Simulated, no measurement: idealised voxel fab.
Process module name: voxel self aligned vias
The cross-section shown here is cut; it is 285 nm wide and divided into square cells measuring 5 nm on a side.
Just so we're on the same page, the cross-sections are grids of square cells, and they're listed out in bands top to bottom, each band one or more rows deep. For a band, the entry starts with two heights in nm, that of the top and then that of the bottom, and carries on with the band's materials in order from left to right, each alongside its width in nm; the word "everywhere" beside a single material means it fills the band edge to edge, and "blank" means empty space. Measure heights from 0. That's the level where, below it, the as-received wafer is all one material. The lowest band is bottomless and extends downward; write it as in "from 0 down". With a width like "30 to 40", each row of cells in the band differs from the next by the same amount, the top row carrying the first number and the bottom row the second. The designation "left unchanged", where it is given for a processing step, indicates that no cell of the cross-section was altered in the course of that step. Completely sealed voids: empty space of 8 cells or more with no open way to the top, each as width x height at its distance from the left edge, in nm. Post-settings text on a step line: simulator's own remark regarding the step. overlay nm: mask offset rightward from planned place, masked step; negative means leftward offset.

Intended process steps
1. RECEIVE (material Si)
2. CONFORMAL_DEP (material SiO2; thk nm 10)
3. CONFORMAL_DEP (material SiCN; thk nm 5)
4. DIRECTIONAL_DEP (material lowk; thk nm 20)
5. DIRECTIONAL_DEP (material aC; thk nm 15)
6. PATTERN (tone open; mask id LINES; material resist; width nm 25; pitch nm 55; thk nm 35; overlay nm 0)
7. DIRECTIONAL_ETCH (etch materials aC; depth nm 15)
8. STRIP (etch materials resist)
9. DIRECTIONAL_ETCH (etch materials lowk; depth nm 20)
10. STRIP (etch materials aC)
11. CONFORMAL_DEP (material TiN; thk nm 5)
12. FILL_DEP (material Ru; thk nm 10)
13. CMP (height nm 35)
14. SELECTIVE_ETCH (etch materials W Ru TiN; depth nm 10)
15. FILL_DEP (material SiN; thk nm 10)
16. CMP (height nm 35)
17. DIRECTIONAL_DEP (material lowk; thk nm 15)
18. DIRECTIONAL_DEP (material aC; thk nm 15)
19. PATTERN (tone open; mask id VIAS; material resist; width nm 35; pitch nm 110; thk nm 35; overlay nm 0)
20. DIRECTIONAL_ETCH (etch materials aC; depth nm 15)
21. STRIP (etch materials resist)
22. DIRECTIONAL_ETCH (etch materials lowk; depth nm 15)
23. DIRECTIONAL_ETCH (etch materials SiN; depth nm 10)
24. STRIP (etch materials aC)
25. CONFORMAL_DEP (material TiN; thk nm 5)
26. FILL_DEP (material W; thk nm 10)
27. CMP (height nm 50)
28. CONFORMAL_DEP (material SiN; thk nm 5)

This is the cross-section of the wafer as we received it, i.e. after step 1
* from 0 down | Si everywhere
* Completely sealed voids: none

Below is the wafer in cross-section after the module was completed. It began from the starting point shown above and followed the plan shown above, except that one mistake was made while running it
* from 55 to 50 | SiN everywhere
* from 50 to 40 | 70 lowk; 5 TiN; 25 W; 5 TiN; 75 lowk; 5 TiN; 25 W; 5 TiN; 70 lowk
* from 40 to 35 | 70 lowk; 10 TiN; 15 W; 10 TiN; 75 lowk; 10 TiN; 15 W; 10 TiN; 70 lowk
* from 35 to 30 | 75 lowk; 5 TiN; 15 W; 5 TiN; 30 lowk; 25 SiN; 30 lowk; 5 TiN; 15 W; 5 TiN; 75 lowk
* from 30 to 25 | 75 lowk; 25 TiN; 30 lowk; 25 SiN; 30 lowk; 25 TiN; 75 lowk
* from 25 to 20 | 75 lowk; 5 TiN; 15 Ru; 5 TiN; 30 lowk; 5 TiN; 15 Ru; 5 TiN; 30 lowk; 5 TiN; 15 Ru; 5 TiN; 75 lowk
* from 20 to 15 | 75 lowk; 25 TiN; 30 lowk; 25 TiN; 30 lowk; 25 TiN; 75 lowk
* from 15 to 5 | SiO2 everywhere
* from 5 to 0 | SiCN everywhere
* from 0 down | Si everywhere
* Completely sealed voids: none
Which mistake was made when the wafer was run? steps 2 and 3 of the plan were run in the wrong order, each in the other's place
